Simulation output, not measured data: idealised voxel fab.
process module | voxel self aligned contacts
Cross-sectional view cut (width: 205 nm; square cell size: 5 nm).
We lay out every cross-section as a grid of square cells and spell it out in bands from the top down, where one band means one or more rows of cells. The entry gives the band's vertical extent as a top height and a bottom height in nm, then its horizontal make-up as materials from left to right, each with a width in nm. "air" stands for empty space; a single material marked "all across" fills the band edge to edge. Heights are expressed relative to 0, this being the level below which the as-received wafer comprises one material exclusively. The lowest band is unbounded in the downward direction and is denoted as in "z 0 and below". It should be noted that a width expressed as "30->40" varies in equal increments from row to row of cells within the band, taking the value of the first number at the top row and that of the second number at the bottom row. You'll sometimes find "remained the same" written for a step, and that's the way of saying that nowhere in the cross-section did a cell change during that step. Empty spaces counting at least 8 cells and having no open way to the top are listed in "Enclosed internal cavities". The notation width x height at distance is used for each, the distance being from the left edge and all three values in nm. That trailing text on a step's line, after the settings, is the simulator's own remark on the step. overlay nm: how far to the right of its planned place the mask lay on this masked step (negative: to the left).
## plan
1) RECEIVE [material Si]
2) CONFORMAL_DEP [material SiO2] [thk nm 5]
3) DIRECTIONAL_DEP [material polySi] [thk nm 25]
4) DIRECTIONAL_DEP [material SiN] [thk nm 20]
5) PATTERN [tone cover] [mask id GATE] [material resist] [width nm 25] [pitch nm 50] [thk nm 15] [overlay nm 0]
6) DIRECTIONAL_ETCH [etch materials SiN] [depth nm 20]
7) DIRECTIONAL_ETCH [etch materials polySi] [depth nm 25]
8) STRIP [etch materials resist]
9) CONFORMAL_DEP [material SiN] [thk nm 5]
10) DIRECTIONAL_ETCH [etch materials SiN] [depth nm 5]
11) FILL_DEP [material SiO2] [thk nm 20]
12) CMP [height nm 60]
13) DIRECTIONAL_DEP [material aC] [thk nm 15]
14) PATTERN [tone open] [mask id CONTACT] [material resist] [width nm 35] [pitch nm 50] [thk nm 30] [overlay nm 0]
15) DIRECTIONAL_ETCH [etch materials aC] [depth nm 15]
16) STRIP [etch materials resist]
17) DIRECTIONAL_ETCH [etch materials SiO2] [depth nm 60]
18) STRIP [etch materials aC]
19) CONFORMAL_DEP [material TiN] [thk nm 5]
20) FILL_DEP [material W] [thk nm 5]
21) CMP [height nm 60]
22) CONFORMAL_DEP [material SiN] [thk nm 5]
## The first wafer of two, processed as planned
## As received (post step 1): cross-section
* z 0 and below | Si all across
* Enclosed internal cavities: none
## Take a look at the wafer's cross-section after step 2
* z 5 to 0 | SiO2 all across
* Heights below 0 show no change.
## Take a look at the wafer's cross-section after step 3
* z 30 to 5 | polySi all across
* Heights below 5 show no change.
## Take a look at the wafer's cross-section after step 4
* z 50 to 30 | SiN all across
* Heights below 30 show no change.
## Take a look at the wafer's cross-section after step 5
* z 65 to 50 | 40 of air, 25 of resist, 25 of air, 25 of resist, 25 of air, 25 of resist, 40 of air
* Heights below 50 show no change.
## Take a look at the wafer's cross-section after step 6
* z 65 to 50 | 40 of air, 25 of resist, 25 of air, 25 of resist, 25 of air, 25 of resist, 40 of air
* z 50 to 30 | 40 of air, 25 of SiN, 25 of air, 25 of SiN, 25 of air, 25 of SiN, 40 of air
* Heights below 30 show no change.
## Take a look at the wafer's cross-section after step 7
* z 65 to 50 | 40 of air, 25 of resist, 25 of air, 25 of resist, 25 of air, 25 of resist, 40 of air
* z 50 to 30 | 40 of air, 25 of SiN, 25 of air, 25 of SiN, 25 of air, 25 of SiN, 40 of air
* z 30 to 5 | 40 of air, 25 of polySi, 25 of air, 25 of polySi, 25 of air, 25 of polySi, 40 of air
* Heights below 5 show no change.
## Take a look at the wafer's cross-section after step 8
* z 50 to 30 | 40 of air, 25 of SiN, 25 of air, 25 of SiN, 25 of air, 25 of SiN, 40 of air
* Heights below 30 show no change.
## Take a look at the wafer's cross-section after step 9
* z 55 to 30 | 35 of air, 35 of SiN, 15 of air, 35 of SiN, 15 of air, 35 of SiN, 35 of air
* z 30 to 10 | 35 of air, 5 of SiN, 25 of polySi, 5 of SiN, 15 of air, 5 of SiN, 25 of polySi, 5 of SiN, 15 of air, 5 of SiN, 25 of polySi, 5 of SiN, 35 of air
* z 10 to 5 | 40 of SiN, 25 of polySi, 25 of SiN, 25 of polySi, 25 of SiN, 25 of polySi, 40 of SiN
* Heights below 5 show no change.
## Take a look at the wafer's cross-section after step 10
* z 50 to 30 | 35 of air, 35 of SiN, 15 of air, 35 of SiN, 15 of air, 35 of SiN, 35 of air
* z 30 to 5 | 35 of air, 5 of SiN, 25 of polySi, 5 of SiN, 15 of air, 5 of SiN, 25 of polySi, 5 of SiN, 15 of air, 5 of SiN, 25 of polySi, 5 of SiN, 35 of air
* Heights below 5 show no change.
## Take a look at the wafer's cross-section after step 11
* z 70 to 50 | SiO2 all across
* z 50 to 30 | 35 of SiO2, 35 of SiN, 15 of SiO2, 35 of SiN, 15 of SiO2, 35 of SiN, 35 of SiO2
* z 30 to 5 | 35 of SiO2, 5 of SiN, 25 of polySi, 5 of SiN, 15 of SiO2, 5 of SiN, 25 of polySi, 5 of SiN, 15 of SiO2, 5 of SiN, 25 of polySi, 5 of SiN, 35 of SiO2
* Heights below 5 show no change.
## Take a look at the wafer's cross-section after step 12
* z 60 to 50 | SiO2 all across
* Heights below 50 show no change.
## Take a look at the wafer's cross-section after step 13
* z 75 to 60 | aC all across
* Heights below 60 show no change.
## Take a look at the wafer's cross-section after step 14
* z 105 to 75 | 60 of resist, 35 of air, 15 of resist, 35 of air, 60 of resist
* Heights below 75 show no change.
## Take a look at the wafer's cross-section after step 15
* z 90 to 75 | 60 of resist, 35 of air, 15 of resist, 35 of air, 60 of resist
* z 75 to 60 | 60 of aC, 35 of air, 15 of aC, 35 of air, 60 of aC
* Heights below 60 show no change.
## Take a look at the wafer's cross-section after step 16
* z 75 to 60 | 60 of aC, 35 of air, 15 of aC, 35 of air, 60 of aC
* Heights below 60 show no change.
## Take a look at the wafer's cross-section after step 17
* z 75 to 60 | 60 of aC, 35 of air, 15 of aC, 35 of air, 60 of aC
* z 60 to 50 | 60 of SiO2, 35 of air, 15 of SiO2, 35 of air, 60 of SiO2
* z 50 to 30 | 35 of SiO2, 35 of SiN, 15 of air, 35 of SiN, 15 of air, 35 of SiN, 35 of SiO2
* z 30 to 5 | 35 of SiO2, 5 of SiN, 25 of polySi, 5 of SiN, 15 of air, 5 of SiN, 25 of polySi, 5 of SiN, 15 of air, 5 of SiN, 25 of polySi, 5 of SiN, 35 of SiO2
* z 5 to 0 | 70 of SiO2, 15 of air, 35 of SiO2, 15 of air, 70 of SiO2
* Heights below 0 show no change.
## Take a look at the wafer's cross-section after step 18
* z 60 to 50 | 60 of SiO2, 35 of air, 15 of SiO2, 35 of air, 60 of SiO2
* Heights below 50 show no change.
## Take a look at the wafer's cross-section after step 19
* z 65 to 60 | 65 of TiN, 25 of air, 25 of TiN, 25 of air, 65 of TiN
* z 60 to 50 | 60 of SiO2, 5->15 of TiN, 25->5 of air, 5->15 of TiN, 15 of SiO2, 5->15 of TiN, 25->5 of air, 5->15 of TiN, 60 of SiO2
* z 50 to 30 | 35 of SiO2, 35 of SiN, 5 of TiN, 5 of air, 5 of TiN, 35 of SiN, 5 of TiN, 5 of air, 5 of TiN, 35 of SiN, 35 of SiO2
* z 30 to 5 | 35 of SiO2, 5 of SiN, 25 of polySi, 5 of SiN, 5 of TiN, 5 of air, 5 of TiN, 5 of SiN, 25 of polySi, 5 of SiN, 5 of TiN, 5 of air, 5 of TiN, 5 of SiN, 25 of polySi, 5 of SiN, 35 of SiO2
* z 5 to 0 | 70 of SiO2, 15 of TiN, 35 of SiO2, 15 of TiN, 70 of SiO2
* Heights below 0 show no change.
## Take a look at the wafer's cross-section after step 20
* z 70 to 65 | W all across
* z 65 to 60 | 65 of TiN, 25 of W, 25 of TiN, 25 of W, 65 of TiN
* z 60 to 50 | 60 of SiO2, 5->15 of TiN, 25->5 of W, 5->15 of TiN, 15 of SiO2, 5->15 of TiN, 25->5 of W, 5->15 of TiN, 60 of SiO2
* z 50 to 30 | 35 of SiO2, 35 of SiN, 5 of TiN, 5 of W, 5 of TiN, 35 of SiN, 5 of TiN, 5 of W, 5 of TiN, 35 of SiN, 35 of SiO2
* z 30 to 5 | 35 of SiO2, 5 of SiN, 25 of polySi, 5 of SiN, 5 of TiN, 5 of W, 5 of TiN, 5 of SiN, 25 of polySi, 5 of SiN, 5 of TiN, 5 of W, 5 of TiN, 5 of SiN, 25 of polySi, 5 of SiN, 35 of SiO2
* Heights below 5 show no change.
## Take a look at the wafer's cross-section after step 21
* z 60 to 50 | 60 of SiO2, 5->15 of TiN, 25->5 of W, 5->15 of TiN, 15 of SiO2, 5->15 of TiN, 25->5 of W, 5->15 of TiN, 60 of SiO2
* Heights below 50 show no change.
## Take a look at the wafer's cross-section after step 22
* z 65 to 60 | SiN all across
* Heights below 60 show no change.
## It is to be noted that the second wafer proceeded from the same initial state and according to the same plan as the first, although one mistake was committed in its execution; through step 4, inclusive, the two wafers share an identical history
## Second wafer at the planned finish of step 5, seen in cross-section
* z 65 to 50 | 40 of air, 30 of resist, 20 of air, 30 of resist, 20 of air, 30 of resist, 35 of air
* Heights below 50 show no change.
## Second wafer at the planned finish of step 6, seen in cross-section
* z 65 to 50 | 40 of air, 30 of resist, 20 of air, 30 of resist, 20 of air, 30 of resist, 35 of air
* z 50 to 30 | 40 of air, 30 of SiN, 20 of air, 30 of SiN, 20 of air, 30 of SiN, 35 of air
* Heights below 30 show no change.
## Second wafer at the planned finish of step 7, seen in cross-section
* z 65 to 50 | 40 of air, 30 of resist, 20 of air, 30 of resist, 20 of air, 30 of resist, 35 of air
* z 50 to 30 | 40 of air, 30 of SiN, 20 of air, 30 of SiN, 20 of air, 30 of SiN, 35 of air
* z 30 to 5 | 40 of air, 30 of polySi, 20 of air, 30 of polySi, 20 of air, 30 of polySi, 35 of air
* Heights below 5 show no change.
## Second wafer at the planned finish of step 8, seen in cross-section
* z 50 to 30 | 40 of air, 30 of SiN, 20 of air, 30 of SiN, 20 of air, 30 of SiN, 35 of air
* Heights below 30 show no change.
## Second wafer at the planned finish of step 9, seen in cross-section
* z 55 to 30 | 35 of air, 40 of SiN, 10 of air, 40 of SiN, 10 of air, 40 of SiN, 30 of air
* z 30 to 10 | 35 of air, 5 of SiN, 30 of polySi, 5 of SiN, 10 of air, 5 of SiN, 30 of polySi, 5 of SiN, 10 of air, 5 of SiN, 30 of polySi, 5 of SiN, 30 of air
* z 10 to 5 | 40 of SiN, 30 of polySi, 20 of SiN, 30 of polySi, 20 of SiN, 30 of polySi, 35 of SiN
* Heights below 5 show no change.
## Second wafer at the planned finish of step 10, seen in cross-section
* z 50 to 30 | 35 of air, 40 of SiN, 10 of air, 40 of SiN, 10 of air, 40 of SiN, 30 of air
* z 30 to 5 | 35 of air, 5 of SiN, 30 of polySi, 5 of SiN, 10 of air, 5 of SiN, 30 of polySi, 5 of SiN, 10 of air, 5 of SiN, 30 of polySi, 5 of SiN, 30 of air
* Heights below 5 show no change.
## Second wafer at the planned finish of step 11, seen in cross-section
* z 70 to 50 | SiO2 all across
* z 50 to 30 | 35 of SiO2, 40 of SiN, 10 of SiO2, 40 of SiN, 10 of SiO2, 40 of SiN, 30 of SiO2
* z 30 to 5 | 35 of SiO2, 5 of SiN, 30 of polySi, 5 of SiN, 10 of SiO2, 5 of SiN, 30 of polySi, 5 of SiN, 10 of SiO2, 5 of SiN, 30 of polySi, 5 of SiN, 30 of SiO2
* Heights below 5 show no change.
## Second wafer at the planned finish of step 12, seen in cross-section
* z 60 to 50 | SiO2 all across
* Heights below 50 show no change.
## Second wafer at the planned finish of step 13, seen in cross-section
* z 75 to 60 | aC all across
* Heights below 60 show no change.
## Second wafer at the planned finish of step 14, seen in cross-section
* z 105 to 75 | 60 of resist, 35 of air, 15 of resist, 35 of air, 60 of resist
* Heights below 75 show no change.
## Second wafer at the planned finish of step 15, seen in cross-section
* z 90 to 75 | 60 of resist, 35 of air, 15 of resist, 35 of air, 60 of resist
* z 75 to 60 | 60 of aC, 35 of air, 15 of aC, 35 of air, 60 of aC
* Heights below 60 show no change.
## Second wafer at the planned finish of step 16, seen in cross-section
* z 75 to 60 | 60 of aC, 35 of air, 15 of aC, 35 of air, 60 of aC
* Heights below 60 show no change.
## Second wafer at the planned finish of step 17, seen in cross-section
* z 75 to 60 | 60 of aC, 35 of air, 15 of aC, 35 of air, 60 of aC
* z 60 to 50 | 60 of SiO2, 35 of air, 15 of SiO2, 35 of air, 60 of SiO2
* z 50 to 30 | 35 of SiO2, 40 of SiN, 10 of air, 40 of SiN, 10 of air, 40 of SiN, 30 of SiO2
* z 30 to 5 | 35 of SiO2, 5 of SiN, 30 of polySi, 5 of SiN, 10 of air, 5 of SiN, 30 of polySi, 5 of SiN, 10 of air, 5 of SiN, 30 of polySi, 5 of SiN, 30 of SiO2
* z 5 to 0 | 75 of SiO2, 10 of air, 40 of SiO2, 10 of air, 70 of SiO2
* Heights below 0 show no change.
## Second wafer at the planned finish of step 18, seen in cross-section
* z 60 to 50 | 60 of SiO2, 35 of air, 15 of SiO2, 35 of air, 60 of SiO2
* Heights below 50 show no change.
## Second wafer at the planned finish of step 19, seen in cross-section
* z 65 to 60 | 65 of TiN, 25 of air, 25 of TiN, 25 of air, 65 of TiN
* z 60 to 55 | 60 of SiO2, 5 of TiN, 25 of air, 5 of TiN, 15 of SiO2, 5 of TiN, 25 of air, 5 of TiN, 60 of SiO2
* z 55 to 50 | 60 of SiO2, 35 of TiN, 15 of SiO2, 35 of TiN, 60 of SiO2
* z 50 to 30 | 35 of SiO2, 40 of SiN, 10 of TiN, 40 of SiN, 10 of TiN, 40 of SiN, 30 of SiO2
* z 30 to 5 | 35 of SiO2, 5 of SiN, 30 of polySi, 5 of SiN, 10 of TiN, 5 of SiN, 30 of polySi, 5 of SiN, 10 of TiN, 5 of SiN, 30 of polySi, 5 of SiN, 30 of SiO2
* z 5 to 0 | 75 of SiO2, 10 of TiN, 40 of SiO2, 10 of TiN, 70 of SiO2
* Heights below 0 show no change.
## Second wafer at the planned finish of step 20, seen in cross-section
* z 70 to 65 | W all across
* z 65 to 60 | 65 of TiN, 25 of W, 25 of TiN, 25 of W, 65 of TiN
* z 60 to 55 | 60 of SiO2, 5 of TiN, 25 of W, 5 of TiN, 15 of SiO2, 5 of TiN, 25 of W, 5 of TiN, 60 of SiO2
* Heights below 55 show no change.
## Second wafer at the planned finish of step 21, seen in cross-section
* z 60 to 55 | 60 of SiO2, 5 of TiN, 25 of W, 5 of TiN, 15 of SiO2, 5 of TiN, 25 of W, 5 of TiN, 60 of SiO2
* Heights below 55 show no change.
## Second wafer at the planned finish of step 22, seen in cross-section
* z 65 to 60 | SiN all across
* Heights below 60 show no change.
Nonconformance to the process plan: step 5 ran as: PATTERN [tone cover] [mask id GATE] [material resist] [width nm 30] [pitch nm 50] [thk nm 15] [overlay nm 0]
Counted in cells at the end, the second wafer holds more or fewer of these materials than the first: 12 more of SiN, 7 fewer of SiO2, 20 fewer of W, 15 more of polySi
